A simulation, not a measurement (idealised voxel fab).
The document below concerns the process module designated voxel wiring stack.
Xsec cut, 210 nm wide, square cell size 5 nm.
Reading order for cross-sections: top band down to bottom band. Underlying form: a grid of square cells. Band size: one or more rows of cells.
Band entry format. Leading values: height of top, height of bottom, nm. Remainder: materials in left-to-right order, each with its width in nm. Special words: "throughout" on a single material, which then fills the band edge to edge; "empty", empty space.
Basically, 0 is our baseline, since under it the wafer straight out of the box is all one material. The bottom band has no lower end and keeps on going down, so it looks like "0 and below".
The expression "30 to 40" gives the width at the extremes of the band, the first number at its top row of cells and the second at its bottom row, with the width changing by equal amounts from each row to the next in between.
What does "stayed the same" mean for a step? It means no cell of the cross-section changed in that step.
Heads up: "Sealed void list" only lists the empty pockets with no open path to the top that are 8 cells or more, and it writes them as width x height at distance, distance from the left edge, in nm.
Whatever follows a step's settings on its line is a remark the simulator itself makes about that step.
"overlay nm" on a masked step: distance the mask lay right of its planned place, negative for left.
Pairs, read this way: before one process step on the one hand, after it on the other, the after cross-section ending at the lowest band that changed; the step between, settings included, beneath. Same starting wafer throughout, but possibly different runs of this module, so no pair continues from the pair above unless its entry headed "Before-step section" says so.
## Before-step section
* 180 down to 155  75 nm resist, then 15 nm empty, then 20 nm resist, then 15 nm empty, then 85 nm resist
* 155 down to 145  75 nm SiO2, then 15 nm empty, then 5 nm resist, then 15 nm SiO2, then 15 nm empty, then 5 nm resist, then 80 nm SiO2
* 145 down to 135  75 nm SiO2, then 20 nm aC, then 15 nm SiO2, then 20 nm aC, then 80 nm SiO2
* 135 down to 120  SiO2 throughout
* 120 down to 115  SiCN throughout
* 115 down to 100  75 nm SiO2, then 5 nm TiN, then 10 nm W, then 5 nm TiN, then 15 nm SiO2, then 5 nm TiN, then 10 nm W, then 5 nm TiN, then 80 nm SiO2
* 100 down to 95  75 nm SiN, then 20 nm TiN, then 15 nm SiN, then 20 nm TiN, then 80 nm SiN
* 95 down to 85  75 nm SiO2, then 15 nm Ru, then 20 nm SiO2, then 15 nm Ru, then 85 nm SiO2
* 85 down to 80  75 nm SiCN, then 15 nm Ru, then 20 nm SiCN, then 15 nm Ru, then 85 nm SiCN
* 80 down to 65  75 nm SiO2, then 5 nm TiN, then 10 nm Cu, then 5 nm TiN, then 15 nm SiO2, then 5 nm TiN, then 10 nm Cu, then 5 nm TiN, then 80 nm SiO2
* 65 down to 60  75 nm SiO2, then 5 nm TiN, then 5 nm Cu, then 10 nm TiN, then 15 nm SiO2, then 20 nm TiN, then 80 nm SiO2
* 60 down to 45  75 nm SiO2, then 5 nm TiN, then 5 nm Cu, then 5 nm TiN, then 120 nm SiO2
* 45 down to 40  75 nm SiCN, then 15 nm TiN, then 120 nm SiCN
* 40 down to 20  70 nm SiO2, then 5 nm SiN, then 20 nm W, then 5 nm SiN, then 5 nm SiO2, then 5 nm SiN, then 20 nm W, then 5 nm SiN, then 75 nm SiO2
* 20 down to 15  75 nm SiN, then 20 nm TiN, then 15 nm SiN, then 20 nm TiN, then 80 nm SiN
* 15 down to 0  SiO2 throughout
* 0 and below  Si throughout
* Sealed void list: none
## Step Outcome
* 170 down to 155  75 nm resist, then 15 nm empty, then 20 nm resist, then 15 nm empty, then 85 nm resist
* 155 down to 145  75 nm SiO2, then 15 nm empty, then 5 nm resist, then 15 nm SiO2, then 15 nm empty, then 5 nm resist, then 80 nm SiO2
* 145 down to 135  75 nm SiO2, then 15 nm empty, then 5 nm aC, then 15 nm SiO2, then 15 nm empty, then 5 nm aC, then 80 nm SiO2
* All layers under 135 are left as they were.
* Sealed void list: none
It is this step that lies between the two cross-sections above: DIRECTIONAL_ETCH, etch materials aC, depth nm 10
Before-step section: look at the pair above, its after cross-section is where this step starts.
## Step Outcome
* 155 down to 145  75 nm SiO2, then 20 nm empty, then 15 nm SiO2, then 20 nm empty, then 80 nm SiO2
* All layers under 145 are left as they were.
* Sealed void list: none
It is this step that lies between the two cross-sections above: STRIP, etch materials resist
Before-step section: look at the pair above, its after cross-section is where this step starts.
## Step Outcome
* 145 down to 140  90 nm empty, then 5 nm aC, then 30 nm empty, then 5 nm aC, then 80 nm empty
* 140 down to 135  75 nm SiO2, then 15 nm empty, then 5 nm aC, then 15 nm SiO2, then 15 nm empty, then 5 nm aC, then 80 nm SiO2
* 135 down to 120  75 nm SiO2, then 15 nm empty, then 20 nm SiO2, then 15 nm empty, then 85 nm SiO2
* All layers under 120 are left as they were.
* Sealed void list: none
It is this step that lies between the two cross-sections above: DIRECTIONAL_ETCH, etch materials SiO2, depth nm 15
Before-step section: look at the pair above, its after cross-section is where this step starts.
## Step Outcome
* 145 down to 140  90 nm empty, then 5 nm aC, then 30 nm empty, then 5 nm aC, then 80 nm empty
* 140 down to 135  75 nm SiO2, then 15 nm empty, then 5 nm aC, then 15 nm SiO2, then 15 nm empty, then 5 nm aC, then 80 nm SiO2
* 135 down to 120  75 nm SiO2, then 15 nm empty, then 20 nm SiO2, then 15 nm empty, then 85 nm SiO2
* 120 down to 115  75 nm SiCN, then 15 nm empty, then 20 nm SiCN, then 15 nm empty, then 85 nm SiCN
* All layers under 115 are left as they were.
* Sealed void list: none
It is this step that lies between the two cross-sections above: DIRECTIONAL_ETCH, etch materials SiCN, depth nm 5
Before-step section: look at the pair above, its after cross-section is where this step starts.
## Step Outcome
* 140 down to 135  75 nm SiO2, then 20 nm empty, then 15 nm SiO2, then 20 nm empty, then 80 nm SiO2
* All layers under 135 are left as they were.
* Sealed void list: none
It is this step that lies between the two cross-sections above: STRIP, etch materials aC
Before-step section: look at the pair above, its after cross-section is where this step starts.
## Step Outcome
* 145 down to 140  80 nm TiN, then 10 nm empty, then 25 nm TiN, then 10 nm empty, then 85 nm TiN
* 140 down to 135  75 nm SiO2, then 5 nm TiN, then 5 nm empty, then 10 nm TiN, then 15 nm SiO2, then 5 nm TiN, then 5 nm empty, then 10 nm TiN, then 80 nm SiO2
* 135 down to 120  75 nm SiO2, then 5 nm TiN, then 5 nm empty, then 5 nm TiN, then 20 nm SiO2, then 5 nm TiN, then 5 nm empty, then 5 nm TiN, then 85 nm SiO2
* 120 down to 115  75 nm SiCN, then 15 nm TiN, then 20 nm SiCN, then 15 nm TiN, then 85 nm SiCN
* All layers under 115 are left as they were.
* Sealed void list: none
It is this step that lies between the two cross-sections above: CONFORMAL_DEP, material TiN, thk nm 5
Before-step section: look at the pair above, its after cross-section is where this step starts.
## Step Outcome
* 155 down to 145  Cu throughout
* 145 down to 140  80 nm TiN, then 10 nm Cu, then 25 nm TiN, then 10 nm Cu, then 85 nm TiN
* 140 down to 135  75 nm SiO2, then 5 nm TiN, then 5 nm Cu, then 10 nm TiN, then 15 nm SiO2, then 5 nm TiN, then 5 nm Cu, then 10 nm TiN, then 80 nm SiO2
* 135 down to 120  75 nm SiO2, then 5 nm TiN, then 5 nm Cu, then 5 nm TiN, then 20 nm SiO2, then 5 nm TiN, then 5 nm Cu, then 5 nm TiN, then 85 nm SiO2
* All layers under 120 are left as they were.
* Sealed void list: none
It is this step that lies between the two cross-sections above: FILL_DEP, material Cu, thk nm 10
Before-step section: look at the pair above, its after cross-section is where this step starts.
## Step Outcome
* 160 down to 155  SiCN throughout
* All layers under 155 are left as they were.
* Sealed void list: none
It is this step that lies between the two cross-sections above: CONFORMAL_DEP, material SiCN, thk nm 5
## Before-step section
* 80 down to 60  75 nm SiO2, then 20 nm empty, then 15 nm SiO2, then 20 nm empty, then 80 nm SiO2
* 60 down to 45  SiO2 throughout
* 45 down to 40  SiCN throughout
* 40 down to 20  70 nm SiO2, then 5 nm SiN, then 20 nm W, then 5 nm SiN, then 5 nm SiO2, then 5 nm SiN, then 20 nm W, then 5 nm SiN, then 75 nm SiO2
* 20 down to 15  75 nm SiN, then 20 nm TiN, then 15 nm SiN, then 20 nm TiN, then 80 nm SiN
* 15 down to 0  SiO2 throughout
* 0 and below  Si throughout
* Sealed void list: none
## Step Outcome
* 80 down to 60  75 nm SiO2, then 20 nm empty, then 15 nm SiO2, then 20 nm empty, then 80 nm SiO2
* 60 down to 50  75 nm SiO2, then 15 nm empty, then 120 nm SiO2
* All layers under 50 are left as they were.
* Sealed void list: none
It is this step that lies between the two cross-sections above: MASKED_ETCH, tone open, mask id METAL_2_HOLES, width nm 15, etch materials SiO2, depth nm 10, overlay nm 0
Before-step section: look at the pair above, its after cross-section is where this step starts.
## Step Outcome
* 85 down to 80  80 nm TiN, then 10 nm empty, then 25 nm TiN, then 10 nm empty, then 85 nm TiN
* 80 down to 65  75 nm SiO2, then 5 nm TiN, then 10 nm empty, then 5 nm TiN, then 15 nm SiO2, then 5 nm TiN, then 10 nm empty, then 5 nm TiN, then 80 nm SiO2
* 65 down to 60  75 nm SiO2, then 5 nm TiN, then 5 nm empty, then 10 nm TiN, then 15 nm SiO2, then 20 nm TiN, then 80 nm SiO2
* 60 down to 55  75 nm SiO2, then 5 nm TiN, then 5 nm empty, then 5 nm TiN, then 120 nm SiO2
* 55 down to 50  75 nm SiO2, then 15 nm TiN, then 120 nm SiO2
* All layers under 50 are left as they were.
* Sealed void list: none
It is this step that lies between the two cross-sections above: CONFORMAL_DEP, material TiN, thk nm 5
Before-step section: look at the pair above, its after cross-section is where this step starts.
## Step Outcome
* 90 down to 85  Cu throughout
* 85 down to 80  80 nm TiN, then 10 nm Cu, then 25 nm TiN, then 10 nm Cu, then 85 nm TiN
* 80 down to 65  75 nm SiO2, then 5 nm TiN, then 10 nm Cu, then 5 nm TiN, then 15 nm SiO2, then 5 nm TiN, then 10 nm Cu, then 5 nm TiN, then 80 nm SiO2
* 65 down to 60  75 nm SiO2, then 5 nm TiN, then 5 nm Cu, then 10 nm TiN, then 15 nm SiO2, then 20 nm TiN, then 80 nm SiO2
* 60 down to 55  75 nm SiO2, then 5 nm TiN, then 5 nm Cu, then 5 nm TiN, then 120 nm SiO2
* All layers under 55 are left as they were.
* Sealed void list: none
It is this step that lies between the two cross-sections above: FILL_DEP, material Cu, thk nm 5
Before-step section: look at the pair above, its after cross-section is where this step starts.
## Step Outcome
* 80 down to 65  75 nm SiO2, then 5 nm TiN, then 10 nm Cu, then 5 nm TiN, then 15 nm SiO2, then 5 nm TiN, then 10 nm Cu, then 5 nm TiN, then 80 nm SiO2
* All layers under 65 are left as they were.
* Sealed void list: none
It is this step that lies between the two cross-sections above: CMP, height nm 80
Before-step section: look at the pair above, its after cross-section is where this step starts.
## Step Outcome
* 85 down to 80  SiCN throughout
* All layers under 80 are left as they were.
* Sealed void list: none
It is this step that lies between the two cross-sections above: CONFORMAL_DEP, material SiCN, thk nm 5
Before-step section: look at the pair above, its after cross-section is where this step starts.
## Step Outcome
* 95 down to 85  SiO2 throughout
* All layers under 85 are left as they were.
* Sealed void list: none
It is this step that lies between the two cross-sections above: DIRECTIONAL_DEP, material SiO2, thk nm 10
Before-step section: look at the pair above, its after cross-section is where this step starts.
## Step Outcome
* 95 down to 85  75 nm SiO2, then 15 nm empty, then 20 nm SiO2, then 15 nm empty, then 85 nm SiO2
* All layers under 85 are left as they were.
* Sealed void list: none
It is this step that lies between the two cross-sections above: MASKED_ETCH, tone open, mask id PLUG_2, width nm 15, pitch nm 35, etch materials SiO2, depth nm 10, overlay nm 0
Before-step section: look at the pair above, its after cross-section is where this step starts.
## Step Outcome
* 95 down to 85  75 nm SiO2, then 15 nm empty, then 20 nm SiO2, then 15 nm empty, then 85 nm SiO2
* 85 down to 80  75 nm SiCN, then 15 nm empty, then 20 nm SiCN, then 15 nm empty, then 85 nm SiCN
* All layers under 80 are left as they were.
* Sealed void list: none
It is this step that lies between the two cross-sections above: MASKED_ETCH, tone open, mask id PLUG_2, width nm 15, pitch nm 35, etch materials SiCN, depth nm 5, overlay nm 0
Before-step section: look at the pair above, its after cross-section is where this step starts.
## Step Outcome
* 95 down to 90  75 nm SiO2, then 15 nm empty, then 20 nm SiO2, then 15 nm empty, then 85 nm SiO2
* 90 down to 85  75 nm SiO2, then 15 nm Ru, then 20 nm SiO2, then 15 nm Ru, then 85 nm SiO2
* 85 down to 80  75 nm SiCN, then 15 nm Ru, then 20 nm SiCN, then 15 nm Ru, then 85 nm SiCN
* All layers under 80 are left as they were.
* Sealed void list: none
It is this step that lies between the two cross-sections above: EPI, material Ru, thk nm 10
Before-step section: look at the pair above, its after cross-section is where this step starts.
## Step Outcome
* 95 down to 85  75 nm SiO2, then 15 nm Ru, then 20 nm SiO2, then 15 nm Ru, then 85 nm SiO2
* All layers under 85 are left as they were.
* Sealed void list: none
It is this step that lies between the two cross-sections above: EPI, material Ru, thk nm 5
Before-step section: look at the pair above, its after cross-section is where this step starts.
## Step Outcome
* 100 down to 95  SiN throughout
* All layers under 95 are left as they were.
* Sealed void list: none
It is this step that lies between the two cross-sections above: CONFORMAL_DEP, material SiN, thk nm 5
Before-step section: look at the pair above, its after cross-section is where this step starts.
## Step Outcome
* 115 down to 100  SiO2 throughout
* All layers under 100 are left as they were.
* Sealed void list: none
It is this step that lies between the two cross-sections above: DIRECTIONAL_DEP, material SiO2, thk nm 15
Before-step section: look at the pair above, its after cross-section is where this step starts.
## Step Outcome
* 135 down to 115  75 nm resist, then 20 nm empty, then 15 nm resist, then 20 nm empty, then 80 nm resist
* All layers under 115 are left as they were.
* Sealed void list: none
It is this step that lies between the two cross-sections above: PATTERN, tone open, mask id METAL_3, material resist, width nm 20, pitch nm 35, thk nm 20, overlay nm 0
Before-step section: look at the pair above, its after cross-section is where this step starts.
## Step Outcome
* 135 down to 115  75 nm resist, then 20 nm empty, then 15 nm resist, then 20 nm empty, then 80 nm resist
* 115 down to 100  75 nm SiO2, then 20 nm empty, then 15 nm SiO2, then 20 nm empty, then 80 nm SiO2
* All layers under 100 are left as they were.
* Sealed void list: none
It is this step that lies between the two cross-sections above: DIRECTIONAL_ETCH, etch materials SiO2, depth nm 15
Before-step section: look at the pair above, its after cross-section is where this step starts.
## Step Outcome
* 135 down to 115  75 nm resist, then 20 nm empty, then 15 nm resist, then 20 nm empty, then 80 nm resist
* 115 down to 100  75 nm SiO2, then 20 nm empty, then 15 nm SiO2, then 20 nm empty, then 80 nm SiO2
* 100 down to 95  75 nm SiN, then 20 nm empty, then 15 nm SiN, then 20 nm empty, then 80 nm SiN
* All layers under 95 are left as they were.
* Sealed void list: none
It is this step that lies between the two cross-sections above: DIRECTIONAL_ETCH, etch materials SiN, depth nm 5
Before-step section: look at the pair above, its after cross-section is where this step starts.
## Step Outcome
* 115 down to 100  75 nm SiO2, then 20 nm empty, then 15 nm SiO2, then 20 nm empty, then 80 nm SiO2
* All layers under 100 are left as they were.
* Sealed void list: none
It is this step that lies between the two cross-sections above: STRIP, etch materials resist
Before-step section: look at the pair above, its after cross-section is where this step starts.
## Step Outcome
* 120 down to 115  80 nm TiN, then 10 nm empty, then 25 nm TiN, then 10 nm empty, then 85 nm TiN
* 115 down to 100  75 nm SiO2, then 5 nm TiN, then 10 nm empty, then 5 nm TiN, then 15 nm SiO2, then 5 nm TiN, then 10 nm empty, then 5 nm TiN, then 80 nm SiO2
* 100 down to 95  75 nm SiN, then 20 nm TiN, then 15 nm SiN, then 20 nm TiN, then 80 nm SiN
* All layers under 95 are left as they were.
* Sealed void list: none
It is this step that lies between the two cross-sections above: CONFORMAL_DEP, material TiN, thk nm 5
Before-step section: look at the pair above, its after cross-section is where this step starts.
## Step Outcome
* 130 down to 120  W throughout
* 120 down to 115  80 nm TiN, then 10 nm W, then 25 nm TiN, then 10 nm W, then 85 nm TiN
* 115 down to 100  75 nm SiO2, then 5 nm TiN, then 10 nm W, then 5 nm TiN, then 15 nm SiO2, then 5 nm TiN, then 10 nm W, then 5 nm TiN, then 80 nm SiO2
* All layers under 100 are left as they were.
* Sealed void list: none
It is this step that lies between the two cross-sections above: FILL_DEP, material W, thk nm 10
Before-step section: look at the pair above, its after cross-section is where this step starts.
## Step Outcome
* 115 down to 100  75 nm SiO2, then 5 nm TiN, then 10 nm W, then 5 nm TiN, then 15 nm SiO2, then 5 nm TiN, then 10 nm W, then 5 nm TiN, then 80 nm SiO2
* All layers under 100 are left as they were.
* Sealed void list: none
It is this step that lies between the two cross-sections above: CMP, height nm 115
Before-step section: look at the pair above, its after cross-section is where this step starts.
## Step Outcome
* 120 down to 115  SiCN throughout
* All layers under 115 are left as they were.
* Sealed void list: none
It is this step that lies between the two cross-sections above: CONFORMAL_DEP, material SiCN, thk nm 5
Before-step section: look at the pair above, its after cross-section is where this step starts.
## Step Outcome
* 155 down to 120  SiO2 throughout
* All layers under 120 are left as they were.
* Sealed void list: none
It is this step that lies between the two cross-sections above: DIRECTIONAL_DEP, material SiO2, thk nm 35
Before-step section: look at the pair above, its after cross-section is where this step starts.
## Step Outcome
* 175 down to 155  75 nm resist, then 20 nm empty, then 15 nm resist, then 20 nm empty, then 80 nm resist
* All layers under 155 are left as they were.
* Sealed void list: none
It is this step that lies between the two cross-sections above: PATTERN, tone open, mask id METAL_4, material resist, width nm 20, pitch nm 35, thk nm 20, overlay nm 0
Before-step section: look at the pair above, its after cross-section is where this step starts.
## Step Outcome
* 175 down to 155  75 nm resist, then 20 nm empty, then 15 nm resist, then 20 nm empty, then 80 nm resist
* 155 down to 135  75 nm SiO2, then 20 nm empty, then 15 nm SiO2, then 20 nm empty, then 80 nm SiO2
* All layers under 135 are left as they were.
* Sealed void list: none
It is this step that lies between the two cross-sections above: DIRECTIONAL_ETCH, etch materials SiO2, depth nm 20
Before-step section: look at the pair above, its after cross-section is where this step starts.
## Step Outcome
* 155 down to 135  75 nm SiO2, then 20 nm empty, then 15 nm SiO2, then 20 nm empty, then 80 nm SiO2
* All layers under 135 are left as they were.
* Sealed void list: none
It is this step that lies between the two cross-sections above: STRIP, etch materials resist
Before-step section: look at the pair above, its after cross-section is where this step starts.
## Step Outcome
* 165 down to 155  75 nm aC, then 20 nm empty, then 15 nm aC, then 20 nm empty, then 80 nm aC
* 155 down to 145  75 nm SiO2, then 20 nm empty, then 15 nm SiO2, then 20 nm empty, then 80 nm SiO2
* 145 down to 135  75 nm SiO2, then 20 nm aC, then 15 nm SiO2, then 20 nm aC, then 80 nm SiO2
* All layers under 135 are left as they were.
* Sealed void list: none
It is this step that lies between the two cross-sections above: DIRECTIONAL_DEP, material aC, thk nm 10
Before-step section: look at the pair above, its after cross-section is where this step starts.
## Step Outcome
* 190 down to 165  75 nm resist, then 15 nm empty, then 20 nm resist, then 15 nm empty, then 85 nm resist
* 165 down to 155  75 nm aC, then 15 nm empty, then 5 nm resist, then 15 nm aC, then 15 nm empty, then 5 nm resist, then 80 nm aC
* 155 down to 145  75 nm SiO2, then 15 nm empty, then 5 nm resist, then 15 nm SiO2, then 15 nm empty, then 5 nm resist, then 80 nm SiO2
* All layers under 145 are left as they were.
* Sealed void list: none
It is this step that lies between the two cross-sections above: PATTERN, tone open, mask id METAL_4_HOLES, material resist, width nm 15, pitch nm 35, thk nm 25, overlay nm 0
Before-step section: look at the pair above, its after cross-section is where this step starts.
## Step Outcome
* 180 down to 165  75 nm resist, then 15 nm empty, then 20 nm resist, then 15 nm empty, then 85 nm resist
* 165 down to 155  75 nm aC, then 15 nm empty, then 5 nm resist, then 15 nm aC, then 15 nm empty, then 5 nm resist, then 80 nm aC
* 155 down to 145  75 nm SiO2, then 15 nm empty, then 5 nm resist, then 15 nm SiO2, then 15 nm empty, then 5 nm resist, then 80 nm SiO2
* 145 down to 135  75 nm SiO2, then 15 nm empty, then 5 nm aC, then 15 nm SiO2, then 15 nm empty, then 5 nm aC, then 80 nm SiO2
* All layers under 135 are left as they were.
* Sealed void list: none
It is this step that lies between the two cross-sections above: DIRECTIONAL_ETCH, etch materials aC, depth nm 10
Before-step section: look at the pair above, its after cross-section is where this step starts.
## Step Outcome
* 165 down to 155  75 nm aC, then 20 nm empty, then 15 nm aC, then 20 nm empty, then 80 nm aC
* 155 down to 145  75 nm SiO2, then 20 nm empty, then 15 nm SiO2, then 20 nm empty, then 80 nm SiO2
* All layers under 145 are left as they were.
* Sealed void list: none
It is this step that lies between the two cross-sections above: STRIP, etch materials resist
Before-step section: look at the pair above, its after cross-section is where this step starts.
## Step Outcome
* 165 down to 155  75 nm aC, then 20 nm empty, then 15 nm aC, then 20 nm empty, then 80 nm aC
* 155 down to 145  75 nm SiO2, then 20 nm empty, then 15 nm SiO2, then 20 nm empty, then 80 nm SiO2
* 145 down to 135  75 nm SiO2, then 15 nm empty, then 5 nm aC, then 15 nm SiO2, then 15 nm empty, then 5 nm aC, then 80 nm SiO2
* 135 down to 120  75 nm SiO2, then 15 nm empty, then 20 nm SiO2, then 15 nm empty, then 85 nm SiO2
* All layers under 120 are left as they were.
* Sealed void list: none
It is this step that lies between the two cross-sections above: DIRECTIONAL_ETCH, etch materials SiO2, depth nm 15
Before-step section: look at the pair above, its after cross-section is where this step starts.
## Step Outcome
* 165 down to 155  75 nm aC, then 20 nm empty, then 15 nm aC, then 20 nm empty, then 80 nm aC
* 155 down to 145  75 nm SiO2, then 20 nm empty, then 15 nm SiO2, then 20 nm empty, then 80 nm SiO2
* 145 down to 135  75 nm SiO2, then 15 nm empty, then 5 nm aC, then 15 nm SiO2, then 15 nm empty, then 5 nm aC, then 80 nm SiO2
* 135 down to 120  75 nm SiO2, then 15 nm empty, then 20 nm SiO2, then 15 nm empty, then 85 nm SiO2
* 120 down to 115  75 nm SiCN, then 15 nm empty, then 20 nm SiCN, then 15 nm empty, then 85 nm SiCN
* All layers under 115 are left as they were.
* Sealed void list: none
It is this step that lies between the two cross-sections above: DIRECTIONAL_ETCH, etch materials SiCN, depth nm 5
Before-step section: look at the pair above, its after cross-section is where this step starts.
## Step Outcome
* 155 down to 135  75 nm SiO2, then 20 nm empty, then 15 nm SiO2, then 20 nm empty, then 80 nm SiO2
* All layers under 135 are left as they were.
* Sealed void list: none
It is this step that lies between the two cross-sections above: STRIP, etch materials aC
Before-step section: look at the pair above, its after cross-section is where this step starts.
## Step Outcome
* 160 down to 155  80 nm TiN, then 10 nm empty, then 25 nm TiN, then 10 nm empty, then 85 nm TiN
* 155 down to 140  75 nm SiO2, then 5 nm TiN, then 10 nm empty, then 5 nm TiN, then 15 nm SiO2, then 5 nm TiN, then 10 nm empty, then 5 nm TiN, then 80 nm SiO2
* 140 down to 135  75 nm SiO2, then 5 nm TiN, then 5 nm empty, then 10 nm TiN, then 15 nm SiO2, then 5 nm TiN, then 5 nm empty, then 10 nm TiN, then 80 nm SiO2
* 135 down to 120  75 nm SiO2, then 5 nm TiN, then 5 nm empty, then 5 nm TiN, then 20 nm SiO2, then 5 nm TiN, then 5 nm empty, then 5 nm TiN, then 85 nm SiO2
* 120 down to 115  75 nm SiCN, then 15 nm TiN, then 20 nm SiCN, then 15 nm TiN, then 85 nm SiCN
* All layers under 115 are left as they were.
* Sealed void list: none
It is this step that lies between the two cross-sections above: CONFORMAL_DEP, material TiN, thk nm 5
Before-step section: look at the pair above, its after cross-section is where this step starts.
## Step Outcome
* 170 down to 160  Cu throughout
* 160 down to 155  80 nm TiN, then 10 nm Cu, then 25 nm TiN, then 10 nm Cu, then 85 nm TiN
* 155 down to 140  75 nm SiO2, then 5 nm TiN, then 10 nm Cu, then 5 nm TiN, then 15 nm SiO2, then 5 nm TiN, then 10 nm Cu, then 5 nm TiN, then 80 nm SiO2
* 140 down to 135  75 nm SiO2, then 5 nm TiN, then 5 nm Cu, then 10 nm TiN, then 15 nm SiO2, then 5 nm TiN, then 5 nm Cu, then 10 nm TiN, then 80 nm SiO2
* 135 down to 120  75 nm SiO2, then 5 nm TiN, then 5 nm Cu, then 5 nm TiN, then 20 nm SiO2, then 5 nm TiN, then 5 nm Cu, then 5 nm TiN, then 85 nm SiO2
* All layers under 120 are left as they were.
* Sealed void list: none
It is this step that lies between the two cross-sections above: FILL_DEP, material Cu, thk nm 10
Before-step section: look at the pair above, its after cross-section is where this step starts.
## Step Outcome
* 155 down to 140  75 nm SiO2, then 5 nm TiN, then 10 nm Cu, then 5 nm TiN, then 15 nm SiO2, then 5 nm TiN, then 10 nm Cu, then 5 nm TiN, then 80 nm SiO2
* All layers under 140 are left as they were.
* Sealed void list: none
It is this step that lies between the two cross-sections above: CMP, height nm 155
Before-step section: look at the pair above, its after cross-section is where this step starts.
## Step Outcome
* 160 down to 155  SiCN throughout
* All layers under 155 are left as they were.
* Sealed void list: none
It is this step that lies between the two cross-sections above: CONFORMAL_DEP, material SiCN, thk nm 5
## Before-step section
* 165 down to 155  75 nm aC, then 20 nm empty, then 15 nm aC, then 20 nm empty, then 80 nm aC
* 155 down to 145  75 nm SiO2, then 20 nm empty, then 15 nm SiO2, then 20 nm empty, then 80 nm SiO2
* 145 down to 135  75 nm SiO2, then 20 nm aC, then 15 nm SiO2, then 20 nm aC, then 80 nm SiO2
* 135 down to 120  SiO2 throughout
* 120 down to 115  SiCN throughout
* 115 down to 100  75 nm SiO2, then 5 nm TiN, then 10 nm W, then 5 nm TiN, then 15 nm SiO2, then 5 nm TiN, then 10 nm W, then 5 nm TiN, then 80 nm SiO2
* 100 down to 95  75 nm SiN, then 20 nm TiN, then 15 nm SiN, then 20 nm TiN, then 80 nm SiN
* 95 down to 85  75 nm SiO2, then 15 nm Ru, then 20 nm SiO2, then 15 nm Ru, then 85 nm SiO2
* 85 down to 80  75 nm SiCN, then 15 nm Ru, then 20 nm SiCN, then 15 nm Ru, then 85 nm SiCN
* 80 down to 65  75 nm SiO2, then 5 nm TiN, then 10 nm Cu, then 5 nm TiN, then 15 nm SiO2, then 5 nm TiN, then 10 nm Cu, then 5 nm TiN, then 80 nm SiO2
* 65 down to 60  75 nm SiO2, then 5 nm TiN, then 5 nm Cu, then 10 nm TiN, then 15 nm SiO2, then 20 nm TiN, then 80 nm SiO2
* 60 down to 45  75 nm SiO2, then 5 nm TiN, then 5 nm Cu, then 5 nm TiN, then 120 nm SiO2
* 45 down to 40  75 nm SiCN, then 15 nm TiN, then 120 nm SiCN
* 40 down to 20  70 nm SiO2, then 5 nm SiN, then 20 nm W, then 5 nm SiN, then 5 nm SiO2, then 5 nm SiN, then 20 nm W, then 5 nm SiN, then 75 nm SiO2
* 20 down to 15  75 nm SiN, then 20 nm TiN, then 15 nm SiN, then 20 nm TiN, then 80 nm SiN
* 15 down to 0  SiO2 throughout
* 0 and below  Si throughout
* Sealed void list: none
## Step Outcome
* 190 down to 165  75 nm resist, then 20 nm empty, then 15 nm resist, then 20 nm empty, then 80 nm resist
* All layers under 165 are left as they were.
* Sealed void list: none
It is this step that lies between the two cross-sections above: PATTERN, tone open, mask id METAL_4_HOLES, material resist, width nm 20, pitch nm 35, thk nm 25, overlay nm 0
Before-step section: look at the pair above, its after cross-section is where this step starts.
## Step Outcome
* 180 down to 165  75 nm resist, then 20 nm empty, then 15 nm resist, then 20 nm empty, then 80 nm resist
* 165 down to 155  75 nm aC, then 20 nm empty, then 15 nm aC, then 20 nm empty, then 80 nm aC
* 155 down to 135  75 nm SiO2, then 20 nm empty, then 15 nm SiO2, then 20 nm empty, then 80 nm SiO2
* All layers under 135 are left as they were.
* Sealed void list: none
It is this step that lies between the two cross-sections above: DIRECTIONAL_ETCH, etch materials aC, depth nm 10
Before-step section: look at the pair above, its after cross-section is where this step starts.
## Step Outcome
* 165 down to 155  75 nm aC, then 20 nm empty, then 15 nm aC, then 20 nm empty, then 80 nm aC
* All layers under 155 are left as they were.
* Sealed void list: none
It is this step that lies between the two cross-sections above: STRIP, etch materials resist
Before-step section: look at the pair above, its after cross-section is where this step starts.
## Step Outcome
* 165 down to 155  75 nm aC, then 20 nm empty, then 15 nm aC, then 20 nm empty, then 80 nm aC
* 155 down to 120  75 nm SiO2, then 20 nm empty, then 15 nm SiO2, then 20 nm empty, then 80 nm SiO2
* All layers under 120 are left as they were.
* Sealed void list: none
It is this step that lies between the two cross-sections above: DIRECTIONAL_ETCH, etch materials SiO2, depth nm 15
Before-step section: look at the pair above, its after cross-section is where this step starts.
## Step Outcome
* 165 down to 155  75 nm aC, then 20 nm empty, then 15 nm aC, then 20 nm empty, then 80 nm aC
* 155 down to 120  75 nm SiO2, then 20 nm empty, then 15 nm SiO2, then 20 nm empty, then 80 nm SiO2
* 120 down to 115  75 nm SiCN, then 20 nm empty, then 15 nm SiCN, then 20 nm empty, then 80 nm SiCN
* All layers under 115 are left as they were.
* Sealed void list: none
It is this step that lies between the two cross-sections above: DIRECTIONAL_ETCH, etch materials SiCN, depth nm 5
Before-step section: look at the pair above, its after cross-section is where this step starts.
## Step Outcome
* 155 down to 120  75 nm SiO2, then 20 nm empty, then 15 nm SiO2, then 20 nm empty, then 80 nm SiO2
* All layers under 120 are left as they were.
* Sealed void list: none
It is this step that lies between the two cross-sections above: STRIP, etch materials aC
Before-step section: look at the pair above, its after cross-section is where this step starts.
## Step Outcome
* 160 down to 155  80 nm TiN, then 10 nm empty, then 25 nm TiN, then 10 nm empty, then 85 nm TiN
* 155 down to 120  75 nm SiO2, then 5 nm TiN, then 10 nm empty, then 5 nm TiN, then 15 nm SiO2, then 5 nm TiN, then 10 nm empty, then 5 nm TiN, then 80 nm SiO2
* 120 down to 115  75 nm SiCN, then 20 nm TiN, then 15 nm SiCN, then 20 nm TiN, then 80 nm SiCN
* All layers under 115 are left as they were.
* Sealed void list: none
It is this step that lies between the two cross-sections above: CONFORMAL_DEP, material TiN, thk nm 5
Before-step section: look at the pair above, its after cross-section is where this step starts.
## Step Outcome
* 170 down to 160  Cu throughout
* 160 down to 155  80 nm TiN, then 10 nm Cu, then 25 nm TiN, then 10 nm Cu, then 85 nm TiN
* 155 down to 120  75 nm SiO2, then 5 nm TiN, then 10 nm Cu, then 5 nm TiN, then 15 nm SiO2, then 5 nm TiN, then 10 nm Cu, then 5 nm TiN, then 80 nm SiO2
* All layers under 120 are left as they were.
* Sealed void list: none
It is this step that lies between the two cross-sections above: FILL_DEP, material Cu, thk nm 10
Before-step section: look at the pair above, its after cross-section is where this step starts.
## Step Outcome
* 155 down to 120  75 nm SiO2, then 5 nm TiN, then 10 nm Cu, then 5 nm TiN, then 15 nm SiO2, then 5 nm TiN, then 10 nm Cu, then 5 nm TiN, then 80 nm SiO2
* All layers under 120 are left as they were.
* Sealed void list: none
It is this step that lies between the two cross-sections above: CMP, height nm 155
